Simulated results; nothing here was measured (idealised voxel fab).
Proc. module: voxel gate over fins
The cross-section on display is named cut; it measures 170 nm wide, and its cells are 5 nm squares.
Cross-sections here: square-cell grids, written as top-down lists of bands, a band being one or more rows of cells. Top, bottom (nm), then materials left to right with widths (nm); lone material tagged "edge to edge" fills the whole band edge to edge; "empty" = empty space. Heights from 0 (as-received wafer is one material below). Bottom band endless downward, as "0 down". Per-row width for "30..40": begins at first number (top row of band), ends at second number (bottom row), increment between rows held constant. A step reported as "everything unchanged" is a step in which no cell of the cross-section changed. In "Voids lacking openings" the enclosed voids are listed, meaning empty spaces of 8 cells or larger without any opening to the top. The form is width x height at distance, distance from the left edge, units nm. The remark found on a step's line after its settings is issued by the simulator itself and pertains to that step. "overlay nm", when on a step's line for a step with a mask, measures how far to the right of its planned place the mask lay; a negative measure means to the left.

# Intended process steps
- 1: RECEIVE, material Si
- 2: CONFORMAL_DEP, material SiN, thk nm 10
- 3: DIRECTIONAL_DEP, material aC, thk nm 15
- 4: PATTERN, tone cover, mask id FINS, material resist, width nm 15, pitch nm 35, thk nm 30, overlay nm -10
- 5: DIRECTIONAL_ETCH, etch materials aC, depth nm 15
- 6: STRIP, etch materials resist
- 7: DIRECTIONAL_ETCH, etch materials SiN, depth nm 10
- 8: DIRECTIONAL_ETCH, etch materials Si, depth nm 40
- 9: STRIP, etch materials aC
- 10: OXIDIZE, depth nm 5
- 11: FILL_DEP, material SiO2, thk nm 15
- 12: CMP, height nm 10
- 13: SELECTIVE_ETCH, etch materials SiO2, depth nm 25
- 14: STRIP, etch materials SiN
- 15: CONFORMAL_DEP, material HfO2, thk nm 5
- 16: CONFORMAL_DEP, material TiN, thk nm 5
- 17: CONFORMAL_DEP, material TiAl, thk nm 5
- 18: CONFORMAL_DEP, material TiN, thk nm 5
- 19: FILL_DEP, material W, thk nm 15
- 20: CMP, height nm 30
- 21: CONFORMAL_DEP, material SiCN, thk nm 5
Quick note for whoever runs this: the wafers start identical, but the overlay nm at step 4 isn't the same across them. The plan just shows what the first wafer had.

# As received, i.e. after step 1: cross-section through the first of several wafers
	0 down | Si edge to edge
	Voids lacking openings: none

# Depicted here is the first of several wafers in cross-section, at module completion following the last step, step 21
	35 to 30 | SiCN edge to edge
	30 to 20 | W edge to edge
	20 to 15 | TiN=150 | W=20
	15 to 10 | TiN=5 | TiAl=140 | TiN=5 | W=20
	10 to 5 | TiN=5 | TiAl=5 | TiN=25 | TiAl=10 | TiN=25 | TiAl=10 | TiN=25 | TiAl=10 | TiN=25 | TiAl=5 | TiN=5 | W=20
	5 to 0 | TiN=5 | TiAl=5 | TiN=5 | HfO2=15 | TiN=5 | TiAl=10 | TiN=5 | HfO2=15 | TiN=5 | TiAl=10 | TiN=5 | HfO2=15 | TiN=5 | TiAl=10 | TiN=5 | HfO2=15 | TiN=5 | TiAl=5 | TiN=25
	0 to -5 | TiAl=10 | TiN=5 | HfO2=5 | Si=5 | HfO2=5 | TiN=5 | TiAl=10 | TiN=5 | HfO2=5 | Si=5 | HfO2=5 | TiN=5 | TiAl=10 | TiN=5 | HfO2=5 | Si=5 | HfO2=5 | TiN=5 | TiAl=10 | TiN=5 | HfO2=5 | Si=5 | HfO2=5 | TiN=5 | TiAl=30
	-5 to -10 | TiN=15 | HfO2=5 | Si=5 | HfO2=5 | TiN=20 | HfO2=5 | Si=5 | HfO2=5 | TiN=20 | HfO2=5 | Si=5 | HfO2=5 | TiN=20 | HfO2=5 | Si=5 | HfO2=5 | TiN=35
	-10 to -15 | HfO2=20 | Si=5 | HfO2=30 | Si=5 | HfO2=30 | Si=5 | HfO2=30 | Si=5 | HfO2=40
	-15 to -45 | SiO2=20 | Si=5 | SiO2=30 | Si=5 | SiO2=30 | Si=5 | SiO2=30 | Si=5 | SiO2=40
	-45 down | Si edge to edge
	Voids lacking openings: none

# X-section, last wafer, module end
	35 to 30 | SiCN edge to edge
	30 to 20 | W edge to edge
	20 to 15 | W=20 | TiN=150
	15 to 10 | W=20 | TiN=5 | TiAl=140 | TiN=5
	10 to 5 | W=20 | TiN=5 | TiAl=5 | TiN=25 | TiAl=10 | TiN=25 | TiAl=10 | TiN=25 | TiAl=10 | TiN=25 | TiAl=5 | TiN=5
	5 to 0 | TiN=25 | TiAl=5 | TiN=5 | HfO2=15 | TiN=5 | TiAl=10 | TiN=5 | HfO2=15 | TiN=5 | TiAl=10 | TiN=5 | HfO2=15 | TiN=5 | TiAl=10 | TiN=5 | HfO2=15 | TiN=5 | TiAl=5 | TiN=5
	0 to -5 | TiAl=30 | TiN=5 | HfO2=5 | Si=5 | HfO2=5 | TiN=5 | TiAl=10 | TiN=5 | HfO2=5 | Si=5 | HfO2=5 | TiN=5 | TiAl=10 | TiN=5 | HfO2=5 | Si=5 | HfO2=5 | TiN=5 | TiAl=10 | TiN=5 | HfO2=5 | Si=5 | HfO2=5 | TiN=5 | TiAl=10
	-5 to -10 | TiN=35 | HfO2=5 | Si=5 | HfO2=5 | TiN=20 | HfO2=5 | Si=5 | HfO2=5 | TiN=20 | HfO2=5 | Si=5 | HfO2=5 | TiN=20 | HfO2=5 | Si=5 | HfO2=5 | TiN=15
	-10 to -15 | HfO2=40 | Si=5 | HfO2=30 | Si=5 | HfO2=30 | Si=5 | HfO2=30 | Si=5 | HfO2=20
	-15 to -45 | SiO2=40 | Si=5 | SiO2=30 | Si=5 | SiO2=30 | Si=5 | SiO2=30 | Si=5 | SiO2=20
	-45 down | Si edge to edge
	Voids lacking openings: none

# Here is how to read the rows: every wafer has a row, and it shows the wafer at the end of the module, giving for each material how many cells were gained (+) or lost (-) since the wafer was received, then listing its closed voids
overlay nm -10 | +58 HfO2 | -270 Si | +34 SiCN | +180 SiO2 | +58 TiAl | +98 TiN | +80 W | Voids lacking openings: none
overlay nm -5 | +58 HfO2 | -270 Si | +34 SiCN | +180 SiO2 | +58 TiAl | +98 TiN | +80 W | Voids lacking openings: none
overlay nm 0 | +58 HfO2 | -270 Si | +34 SiCN | +180 SiO2 | +58 TiAl | +98 TiN | +80 W | Voids lacking openings: none
overlay nm 5 | +58 HfO2 | -270 Si | +34 SiCN | +180 SiO2 | +58 TiAl | +98 TiN | +80 W | Voids lacking openings: none
overlay nm 10 | +58 HfO2 | -270 Si | +34 SiCN | +180 SiO2 | +58 TiAl | +98 TiN | +80 W | Voids lacking openings: none
